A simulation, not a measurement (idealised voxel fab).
Process module under the name voxel trench capacitor
Cross-section cut: width 230 nm, square cells of 5 nm.
If you're reading a cross-section in this doc, picture square cells in a grid; it comes to you as bands, top ones listed first down to the bottom, and a band can be one or more rows of cells.
Within each band entry, the heights of the top and of the bottom of the band appear first, in that order and in nm; the materials of the band then follow from left to right, each with its corresponding width in nm. The designation "all across" on a single material indicates that it fills the band from edge to edge; the designation "blank" indicates empty space.
Measure heights from 0. That's the level where, below it, the as-received wafer is all one material. The lowest band is bottomless and extends downward; write it as in "z 0 and below".
Width "30->40": first value at the band's top row of cells, second value at its bottom row, equal change from row to row.
What does "no modifications" mean for a step? It means no cell of the cross-section changed in that step.
"Voids, enclosed" enumerates empty spaces isolated from the top, with no open way to it, that contain at least 8 cells, giving each as width x height at distance from the left edge, all three in nm.
Read whatever lies past the settings on a step's line as the simulator's own remark about the step.
overlay nm: mask right of planned place by this much (step with mask). Neg. = left.

### So here's the lineup of process steps we planned
step 1: op RECEIVE | material Si
step 2: op CONFORMAL_DEP | material SiN | thk nm 5
step 3: op DIRECTIONAL_DEP | material aC | thk nm 15
step 4: op PATTERN | tone open | mask id TRENCH | material resist | width nm 30 | pitch nm 55 | thk nm 35 | overlay nm 0
step 5: op DIRECTIONAL_ETCH | etch materials aC | depth nm 15
step 6: op STRIP | etch materials resist
step 7: op DIRECTIONAL_ETCH | etch materials SiN | depth nm 5
step 8: op DIRECTIONAL_ETCH | etch materials Si | depth nm 35
step 9: op STRIP | etch materials aC
step 10: op CONFORMAL_DEP | material HfO2 | thk nm 5
step 11: op CONFORMAL_DEP | material TiN | thk nm 5
step 12: op FILL_DEP | material W | thk nm 5
step 13: op CMP | height nm 5

### The first of two wafers, run as planned

### Incoming wafer in cross-section (state: after step 1)
> z 0 and below | Si all across
> Voids, enclosed: none

### Upon completion of step 2, the wafer appears in cross-section as shown
> z 5 to 0 | SiN all across
> Nothing below the height 0 has changed.

### Upon completion of step 3, the wafer appears in cross-section as shown
> z 20 to 5 | aC all across
> Nothing below the height 5 has changed.

### Upon completion of step 4, the wafer appears in cross-section as shown
> z 55 to 20 | resist: 15 | blank: 30 | resist: 25 | blank: 30 | resist: 25 | blank: 30 | resist: 25 | blank: 30 | resist: 20
> Nothing below the height 20 has changed.

### Upon completion of step 5, the wafer appears in cross-section as shown
> z 40 to 20 | resist: 15 | blank: 30 | resist: 25 | blank: 30 | resist: 25 | blank: 30 | resist: 25 | blank: 30 | resist: 20
> z 20 to 5 | aC: 15 | blank: 30 | aC: 25 | blank: 30 | aC: 25 | blank: 30 | aC: 25 | blank: 30 | aC: 20
> Nothing below the height 5 has changed.

### Upon completion of step 6, the wafer appears in cross-section as shown
> z 20 to 5 | aC: 15 | blank: 30 | aC: 25 | blank: 30 | aC: 25 | blank: 30 | aC: 25 | blank: 30 | aC: 20
> Nothing below the height 5 has changed.

### Upon completion of step 7, the wafer appears in cross-section as shown
> z 20 to 5 | aC: 15 | blank: 30 | aC: 25 | blank: 30 | aC: 25 | blank: 30 | aC: 25 | blank: 30 | aC: 20
> z 5 to 0 | SiN: 15 | blank: 30 | SiN: 25 | blank: 30 | SiN: 25 | blank: 30 | SiN: 25 | blank: 30 | SiN: 20
> Nothing below the height 0 has changed.

### Upon completion of step 8, the wafer appears in cross-section as shown
> z 20 to 5 | aC: 15 | blank: 30 | aC: 25 | blank: 30 | aC: 25 | blank: 30 | aC: 25 | blank: 30 | aC: 20
> z 5 to 0 | SiN: 15 | blank: 30 | SiN: 25 | blank: 30 | SiN: 25 | blank: 30 | SiN: 25 | blank: 30 | SiN: 20
> z 0 to -35 | Si: 15 | blank: 30 | Si: 25 | blank: 30 | Si: 25 | blank: 30 | Si: 25 | blank: 30 | Si: 20
> Nothing below the height -35 has changed.

### Upon completion of step 9, the wafer appears in cross-section as shown
> z 5 to 0 | SiN: 15 | blank: 30 | SiN: 25 | blank: 30 | SiN: 25 | blank: 30 | SiN: 25 | blank: 30 | SiN: 20
> Nothing below the height 0 has changed.

### Upon completion of step 10, the wafer appears in cross-section as shown
> z 10 to 5 | HfO2: 20 | blank: 20 | HfO2: 35 | blank: 20 | HfO2: 35 | blank: 20 | HfO2: 35 | blank: 20 | HfO2: 25
> z 5 to 0 | SiN: 15 | HfO2: 5 | blank: 20 | HfO2: 5 | SiN: 25 | HfO2: 5 | blank: 20 | HfO2: 5 | SiN: 25 | HfO2: 5 | blank: 20 | HfO2: 5 | SiN: 25 | HfO2: 5 | blank: 20 | HfO2: 5 | SiN: 20
> z 0 to -30 | Si: 15 | HfO2: 5 | blank: 20 | HfO2: 5 | Si: 25 | HfO2: 5 | blank: 20 | HfO2: 5 | Si: 25 | HfO2: 5 | blank: 20 | HfO2: 5 | Si: 25 | HfO2: 5 | blank: 20 | HfO2: 5 | Si: 20
> z -30 to -35 | Si: 15 | HfO2: 30 | Si: 25 | HfO2: 30 | Si: 25 | HfO2: 30 | Si: 25 | HfO2: 30 | Si: 20
> Nothing below the height -35 has changed.

### Upon completion of step 11, the wafer appears in cross-section as shown
> z 15 to 10 | TiN: 25 | blank: 10 | TiN: 45 | blank: 10 | TiN: 45 | blank: 10 | TiN: 45 | blank: 10 | TiN: 30
> z 10 to 5 | HfO2: 20 | TiN: 5 | blank: 10 | TiN: 5 | HfO2: 35 | TiN: 5 | blank: 10 | TiN: 5 | HfO2: 35 | TiN: 5 | blank: 10 | TiN: 5 | HfO2: 35 | TiN: 5 | blank: 10 | TiN: 5 | HfO2: 25
> z 5 to 0 | SiN: 15 | HfO2: 5 | TiN: 5 | blank: 10 | TiN: 5 | HfO2: 5 | SiN: 25 | HfO2: 5 | TiN: 5 | blank: 10 | TiN: 5 | HfO2: 5 | SiN: 25 | HfO2: 5 | TiN: 5 | blank: 10 | TiN: 5 | HfO2: 5 | SiN: 25 | HfO2: 5 | TiN: 5 | blank: 10 | TiN: 5 | HfO2: 5 | SiN: 20
> z 0 to -25 | Si: 15 | HfO2: 5 | TiN: 5 | blank: 10 | TiN: 5 | HfO2: 5 | Si: 25 | HfO2: 5 | TiN: 5 | blank: 10 | TiN: 5 | HfO2: 5 | Si: 25 | HfO2: 5 | TiN: 5 | blank: 10 | TiN: 5 | HfO2: 5 | Si: 25 | HfO2: 5 | TiN: 5 | blank: 10 | TiN: 5 | HfO2: 5 | Si: 20
> z -25 to -30 | Si: 15 | HfO2: 5 | TiN: 20 | HfO2: 5 | Si: 25 | HfO2: 5 | TiN: 20 | HfO2: 5 | Si: 25 | HfO2: 5 | TiN: 20 | HfO2: 5 | Si: 25 | HfO2: 5 | TiN: 20 | HfO2: 5 | Si: 20
> Nothing below the height -30 has changed.

### Upon completion of step 12, the wafer appears in cross-section as shown
> z 20 to 15 | W all across
> z 15 to 10 | TiN: 25 | W: 10 | TiN: 45 | W: 10 | TiN: 45 | W: 10 | TiN: 45 | W: 10 | TiN: 30
> z 10 to 5 | HfO2: 20 | TiN: 5 | W: 10 | TiN: 5 | HfO2: 35 | TiN: 5 | W: 10 | TiN: 5 | HfO2: 35 | TiN: 5 | W: 10 | TiN: 5 | HfO2: 35 | TiN: 5 | W: 10 | TiN: 5 | HfO2: 25
> z 5 to 0 | SiN: 15 | HfO2: 5 | TiN: 5 | W: 10 | TiN: 5 | HfO2: 5 | SiN: 25 | HfO2: 5 | TiN: 5 | W: 10 | TiN: 5 | HfO2: 5 | SiN: 25 | HfO2: 5 | TiN: 5 | W: 10 | TiN: 5 | HfO2: 5 | SiN: 25 | HfO2: 5 | TiN: 5 | W: 10 | TiN: 5 | HfO2: 5 | SiN: 20
> z 0 to -25 | Si: 15 | HfO2: 5 | TiN: 5 | W: 10 | TiN: 5 | HfO2: 5 | Si: 25 | HfO2: 5 | TiN: 5 | W: 10 | TiN: 5 | HfO2: 5 | Si: 25 | HfO2: 5 | TiN: 5 | W: 10 | TiN: 5 | HfO2: 5 | Si: 25 | HfO2: 5 | TiN: 5 | W: 10 | TiN: 5 | HfO2: 5 | Si: 20
> Nothing below the height -25 has changed.

### Upon completion of step 13, the wafer appears in cross-section as shown
> z 5 to 0 | SiN: 15 | HfO2: 5 | TiN: 5 | W: 10 | TiN: 5 | HfO2: 5 | SiN: 25 | HfO2: 5 | TiN: 5 | W: 10 | TiN: 5 | HfO2: 5 | SiN: 25 | HfO2: 5 | TiN: 5 | W: 10 | TiN: 5 | HfO2: 5 | SiN: 25 | HfO2: 5 | TiN: 5 | W: 10 | TiN: 5 | HfO2: 5 | SiN: 20
> Nothing below the height 0 has changed.

### second wafer: like start, like plan, one mistake. Through step 12 it matches the first wafer

Here is the second wafer in cross-section at the point where step 13 of the plan should have been done: no modifications
The mistake made against the process plan was this: plan step 13: skipped, not run
Heads up, by the end the second wafer has more or fewer cells of some materials compared to the first: 30 more of HfO2, 46 more of TiN, 62 more of W
